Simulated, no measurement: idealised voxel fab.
Documented hereafter: the process module known as voxel trench capacitor.
Square cell edge 5 nm, section width 220 nm, ID cut.
Cross-sections here: square-cell grids, written as top-down lists of bands, a band being one or more rows of cells.
Read a band's entry like this: the first values are the height of its top and the height of its bottom in nm, and what follows is the sequence of materials from left to right, each with its width in nm. Note that "empty" is empty space, and that a single material marked "edge to edge" reaches across the band from edge to edge.
Heights are expressed relative to 0, this being the level below which the as-received wafer comprises one material exclusively. The lowest band is unbounded in the downward direction and is denoted as in "0..down".
Width: "30..40" (first number = top row, second number = bottom row, same change from row to row of cells).
The cross-section has no changed cell in any step marked "no modification".
In the "Fully sealed cavities" entry, you get each enclosed empty space of 8 cells or more, one with no open way to the top, written width x height at distance, distance from the left edge, in nm.
Read whatever lies past the settings on a step's line as the simulator's own remark about the step.
Steps that use a mask can have "overlay nm" on their line. It says how far the mask sat to the right of where it was meant to be. Negative means to the left.
Process steps foreseen in the plan
1,RECEIVE [material Si]
2,CONFORMAL_DEP [material SiN] [thk nm 10]
3,DIRECTIONAL_DEP [material aC] [thk nm 15]
4,PATTERN [tone open] [mask id TRENCH] [material resist] [width nm 20] [pitch nm 50] [thk nm 30] [overlay nm 0]
5,DIRECTIONAL_ETCH [etch materials aC] [depth nm 15]
6,STRIP [etch materials resist]
7,DIRECTIONAL_ETCH [etch materials SiN] [depth nm 10]
8,DIRECTIONAL_ETCH [etch materials Si] [depth nm 30]
9,STRIP [etch materials aC]
10,CONFORMAL_DEP [material Al2O3] [thk nm 5]
11,FILL_DEP [material polySi] [thk nm 5]
12,CMP [height nm 10]
Cross-section of the wafer upon arrival, representing the state reached after step 1
	0..down: Si edge to edge
	Fully sealed cavities: none
First of two wafers at the end of the module, shown in cross-section; run carried out as planned
	10..0: SiN: 75, then Al2O3: 5, then polySi: 10, then Al2O3: 5, then SiN: 30, then Al2O3: 5, then polySi: 10, then Al2O3: 5, then SiN: 75
	0..-25: Si: 75, then Al2O3: 5, then polySi: 10, then Al2O3: 5, then Si: 30, then Al2O3: 5, then polySi: 10, then Al2O3: 5, then Si: 75
	-25..-30: Si: 75, then Al2O3: 20, then Si: 30, then Al2O3: 20, then Si: 75
	-30..down: Si edge to edge
	Fully sealed cavities: none
Now the second wafer, cross-sectioned at the end of the module. Nothing different at the start, nothing different in the plan compared with the first, just one mistake when it was actually run
	10..0: SiN: 75, then Al2O3: 5, then polySi: 15, then Al2O3: 5, then SiN: 25, then Al2O3: 5, then polySi: 15, then Al2O3: 5, then SiN: 70
	0..-25: Si: 75, then Al2O3: 5, then polySi: 15, then Al2O3: 5, then Si: 25, then Al2O3: 5, then polySi: 15, then Al2O3: 5, then Si: 70
	-25..-30: Si: 75, then Al2O3: 25, then Si: 25, then Al2O3: 25, then Si: 70
	-30..down: Si edge to edge
	Fully sealed cavities: none
The plan and the run diverged here: it should be noted that step 4 was executed with settings other than those planned, the operation and settings actually applied being PATTERN [tone open] [mask id TRENCH] [material resist] [width nm 25] [pitch nm 50] [thk nm 30] [overlay nm 0]
It is noted that, at the conclusion of processing, the second wafer exhibits a higher or lower cell count for certain materials relative to the first: +2 Al2O3 | -12 Si | -4 SiN | +14 polySi
